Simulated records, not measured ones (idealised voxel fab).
Process module in this document: voxel fin reveal
cross-section cut | 245 nm wide | cells 5 nm
For the purposes of this document, a cross-section shall be understood as a grid of square cells, specified as bands listed in top-to-bottom order, each band consisting of one or more rows of cells.
Each band's line starts with the height of the band's top and of its bottom, in nm. Then come its materials from left to right, each with its width in nm. One material with "all across" fills the band from edge to edge. "empty" is empty space.
Measure heights from 0. That's the level where, below it, the as-received wafer is all one material. The lowest band is bottomless and extends downward; write it as in "z 0 and below".
You'd read "30->40" like this: the band's top row of cells is as wide as the first number, its bottom row is as wide as the second, and going down, every row changes width by the same amount as the row before did.
Basically "same as before" means that step didn't change any cell in the cross-section.
"Closed void listing" enumerates empty spaces isolated from the top, with no open way to it, that contain at least 8 cells, giving each as width x height at distance from the left edge, all three in nm.
Past the settings on a step's line: simulator remark, on that step.
If you see "overlay nm" on a step's line and that step has a mask, it's telling you how far right of where it was planned the mask ended up; a negative number means it went left instead.
Listed below are the process steps as planned:
1) RECEIVE: material Si
2) CONFORMAL_DEP: material SiN, thk nm 5
3) MASKED_ETCH: tone cover, mask id FINS, width nm 15, pitch nm 45, etch materials SiN, depth nm 5, overlay nm 0
4) MASKED_ETCH: tone cover, mask id FINS, width nm 15, pitch nm 45, etch materials Si, depth nm 30, overlay nm 0
5) OXIDIZE: depth nm 5
6) FILL_DEP: material SiO2, thk nm 10
7) CMP: height nm -5
8) SELECTIVE_ETCH: etch materials SiO2, depth nm 20
9) STRIP: etch materials SiN
10) CONFORMAL_DEP: material HfO2, thk nm 5
All wafers enter the flow in the same state. The height nm at step 7 differs from wafer to wafer, and the plan gives the value for the first wafer.
So this is the first of several wafers, cross-sectioned as it came to us, meaning it's at the end of step 1:
	z 0 and below  Si all across
	Closed void listing: none
End of the module, past its last step, step 10: how the first of several wafers looks in cross-section:
	z 0 to -5  empty=70 / HfO2=15 / empty=30 / HfO2=15 / empty=30 / HfO2=15 / empty=70
	z -5 to -20  empty=70 / HfO2=5 / Si=5 / HfO2=5 / empty=30 / HfO2=5 / Si=5 / HfO2=5 / empty=30 / HfO2=5 / Si=5 / HfO2=5 / empty=70
	z -20 to -25  HfO2=75 / Si=5 / HfO2=40 / Si=5 / HfO2=40 / Si=5 / HfO2=75
	z -25 to -35  SiO2=75 / Si=5 / SiO2=40 / Si=5 / SiO2=40 / Si=5 / SiO2=75
	z -35 and below  Si all across
	Closed void listing: none
X-section, last wafer, module end:
	z 5 to 0  empty=70 / HfO2=15 / empty=30 / HfO2=15 / empty=30 / HfO2=15 / empty=70
	z 0 to -5  HfO2=75 / Si=5 / HfO2=40 / Si=5 / HfO2=40 / Si=5 / HfO2=75
	z -5 to -35  SiO2=75 / Si=5 / SiO2=40 / Si=5 / SiO2=40 / Si=5 / SiO2=75
	z -35 and below  Si all across
	Closed void listing: none
Per-wafer rows below. For each material: cells gained (+) or lost (-) since the wafer was received, as of end of module. Then: closed voids:
height nm -5 | +73 HfO2 | -325 Si | +92 SiO2 | Closed void listing: none
height nm 0 | +73 HfO2 | -322 Si | +138 SiO2 | Closed void listing: none
height nm 5 | +67 HfO2 | -322 Si | +184 SiO2 | Closed void listing: none
height nm 10 | +61 HfO2 | -322 Si | +230 SiO2 | Closed void listing: none
height nm 15 | +55 HfO2 | -322 Si | +276 SiO2 | Closed void listing: none
